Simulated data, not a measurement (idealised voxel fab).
process module | voxel self aligned contacts
cross-section cut | 175 nm wide | cells 5 nm
A cross-section is a grid of square cells, given in bands from the top down. A band is one or more rows of cells.
Each band's line starts with the height of the band's top and of its bottom, in nm. Then come its materials from left to right, each with its width in nm. One material with "throughout" fills the band from edge to edge. "air" is empty space.
Height 0 is the level under which the wafer as received is all one material. The lowest band goes on downwards, as in "0 down".
A width such as "30 to 40" changes by the same amount from each row of cells to the next, from the band's top row to its bottom row.
"no change" after a step means that no cell of the cross-section changed.
closed voids: empty space of 8 cells or more with no open way to the top, each as width x height at its distance from the left edge, in nm
after a step's settings: what the simulator itself notes on the step
overlay nm, on a step with a mask: how far to the right of its planned place the mask lay; to the left if negative
plan
1 op RECEIVE | material Si
2 op CONFORMAL_DEP | material SiO2 | thk nm 5
3 op DIRECTIONAL_DEP | material polySi | thk nm 25
4 op DIRECTIONAL_DEP | material SiN | thk nm 25
5 op MASKED_ETCH | tone cover | mask id GATE | width nm 30 | pitch nm 65 | etch materials SiN | depth nm 25 | overlay nm 0
6 op MASKED_ETCH | tone cover | mask id GATE | width nm 30 | pitch nm 65 | etch materials polySi | depth nm 25 | overlay nm 0
7 op CONFORMAL_DEP | material SiN | thk nm 10
8 op DIRECTIONAL_ETCH | etch materials SiN | depth nm 10
9 op FILL_DEP | material SiO2 | thk nm 10
10 op CMP | height nm 60
11 op MASKED_ETCH | tone open | mask id CONTACT | width nm 45 | etch materials SiO2 | depth nm 60 | overlay nm 0
12 op CONFORMAL_DEP | material TiN | thk nm 5
13 op FILL_DEP | material W | thk nm 5
14 op CMP | height nm 60
15 op CONFORMAL_DEP | material SiN | thk nm 5
first wafer, as planned
as received, after step 1
  0 down: Si throughout
  closed voids: none
after step 2
  5 to 0: SiO2 throughout
  below 0: unchanged
after step 3
  30 to 5: polySi throughout
  below 5: unchanged
after step 4
  55 to 30: SiN throughout
  below 30: unchanged
after step 5
  55 to 30: air 40 | SiN 30 | air 35 | SiN 30 | air 40
  below 30: unchanged
after step 6
  55 to 30: air 40 | SiN 30 | air 35 | SiN 30 | air 40
  30 to 5: air 40 | polySi 30 | air 35 | polySi 30 | air 40
  below 5: unchanged
after step 7
  65 to 30: air 30 | SiN 50 | air 15 | SiN 50 | air 30
  30 to 15: air 30 | SiN 10 | polySi 30 | SiN 10 | air 15 | SiN 10 | polySi 30 | SiN 10 | air 30
  15 to 5: SiN 40 | polySi 30 | SiN 35 | polySi 30 | SiN 40
  below 5: unchanged
after step 8
  55 to 30: air 30 | SiN 50 | air 15 | SiN 50 | air 30
  30 to 5: air 30 | SiN 10 | polySi 30 | SiN 10 | air 15 | SiN 10 | polySi 30 | SiN 10 | air 30
  below 5: unchanged
after step 9
  65 to 55: SiO2 throughout
  55 to 30: SiO2 30 | SiN 50 | SiO2 15 | SiN 50 | SiO2 30
  30 to 5: SiO2 30 | SiN 10 | polySi 30 | SiN 10 | SiO2 15 | SiN 10 | polySi 30 | SiN 10 | SiO2 30
  below 5: unchanged
after step 10
  60 to 55: SiO2 throughout
  below 55: unchanged
after step 11
  60 to 55: SiO2 65 | air 45 | SiO2 65
  55 to 30: SiO2 30 | SiN 50 | air 15 | SiN 50 | SiO2 30
  30 to 5: SiO2 30 | SiN 10 | polySi 30 | SiN 10 | air 15 | SiN 10 | polySi 30 | SiN 10 | SiO2 30
  5 to 0: SiO2 80 | air 15 | SiO2 80
  below 0: unchanged
after step 12
  65 to 60: TiN 70 | air 35 | TiN 70
  60 to 55: SiO2 65 | TiN 20 | air 5 | TiN 20 | SiO2 65
  55 to 30: SiO2 30 | SiN 50 | TiN 5 | air 5 | TiN 5 | SiN 50 | SiO2 30
  30 to 5: SiO2 30 | SiN 10 | polySi 30 | SiN 10 | TiN 5 | air 5 | TiN 5 | SiN 10 | polySi 30 | SiN 10 | SiO2 30
  5 to 0: SiO2 80 | TiN 15 | SiO2 80
  below 0: unchanged
after step 13
  70 to 65: W throughout
  65 to 60: TiN 70 | W 35 | TiN 70
  60 to 55: SiO2 65 | TiN 20 | W 5 | TiN 20 | SiO2 65
  55 to 30: SiO2 30 | SiN 50 | TiN 5 | W 5 | TiN 5 | SiN 50 | SiO2 30
  30 to 5: SiO2 30 | SiN 10 | polySi 30 | SiN 10 | TiN 5 | W 5 | TiN 5 | SiN 10 | polySi 30 | SiN 10 | SiO2 30
  below 5: unchanged
after step 14
  60 to 55: SiO2 65 | TiN 20 | W 5 | TiN 20 | SiO2 65
  below 55: unchanged
after step 15
  65 to 60: SiN throughout
  below 60: unchanged
second wafer: like start, like plan, one mistake. Through step 4 it matches the first wafer
when step 5 should have ended
  55 to 30: air 45 | SiN 30 | air 35 | SiN 30 | air 35
  below 30: unchanged
when step 6 should have ended
  55 to 30: air 45 | SiN 30 | air 35 | SiN 30 | air 35
  30 to 5: air 40 | polySi 35 | air 30 | polySi 35 | air 35
  below 5: unchanged
when step 7 should have ended
  65 to 40: air 35 | SiN 50 | air 15 | SiN 50 | air 25
  40 to 30: air 30 | SiN 55 | air 10 | SiN 55 | air 25
  30 to 15: air 30 | SiN 10 | polySi 35 | SiN 10 | air 10 | SiN 10 | polySi 35 | SiN 10 | air 25
  15 to 5: SiN 40 | polySi 35 | SiN 30 | polySi 35 | SiN 35
  below 5: unchanged
when step 8 should have ended
  55 to 30: air 35 | SiN 50 | air 15 | SiN 50 | air 25
  30 to 5: air 30 | SiN 10 | polySi 35 | SiN 10 | air 10 | SiN 10 | polySi 35 | SiN 10 | air 25
  below 5: unchanged
when step 9 should have ended
  65 to 55: SiO2 throughout
  55 to 30: SiO2 35 | SiN 50 | SiO2 15 | SiN 50 | SiO2 25
  30 to 5: SiO2 30 | SiN 10 | polySi 35 | SiN 10 | SiO2 10 | SiN 10 | polySi 35 | SiN 10 | SiO2 25
  below 5: unchanged
when step 10 should have ended
  60 to 55: SiO2 throughout
  below 55: unchanged
when step 11 should have ended
  60 to 55: SiO2 65 | air 45 | SiO2 65
  55 to 30: SiO2 35 | SiN 50 | air 15 | SiN 50 | SiO2 25
  30 to 5: SiO2 30 | SiN 10 | polySi 35 | SiN 10 | air 10 | SiN 10 | polySi 35 | SiN 10 | SiO2 25
  5 to 0: SiO2 85 | air 10 | SiO2 80
  below 0: unchanged
when step 12 should have ended
  65 to 60: TiN 70 | air 35 | TiN 70
  60 to 55: SiO2 65 | TiN 25 | air 5 | TiN 15 | SiO2 65
  55 to 35: SiO2 35 | SiN 50 | TiN 5 | air 5 | TiN 5 | SiN 50 | SiO2 25
  35 to 30: SiO2 35 | SiN 50 | TiN 15 | SiN 50 | SiO2 25
  30 to 5: SiO2 30 | SiN 10 | polySi 35 | SiN 10 | TiN 10 | SiN 10 | polySi 35 | SiN 10 | SiO2 25
  5 to 0: SiO2 85 | TiN 10 | SiO2 80
  below 0: unchanged
when step 13 should have ended
  70 to 65: W throughout
  65 to 60: TiN 70 | W 35 | TiN 70
  60 to 55: SiO2 65 | TiN 25 | W 5 | TiN 15 | SiO2 65
  55 to 35: SiO2 35 | SiN 50 | TiN 5 | W 5 | TiN 5 | SiN 50 | SiO2 25
  below 35: unchanged
when step 14 should have ended
  60 to 55: SiO2 65 | TiN 25 | W 5 | TiN 15 | SiO2 65
  below 55: unchanged
when step 15 should have ended
  65 to 60: SiN throughout
  below 60: unchanged
what went wrong: step 5 ran as: op MASKED_ETCH | tone cover | mask id GATE | width nm 30 | pitch nm 65 | etch materials SiN | depth nm 25 | overlay nm 5
at the end the second wafer has, in cells: 4 fewer of SiO2 | 6 fewer of W | 10 more of polySi
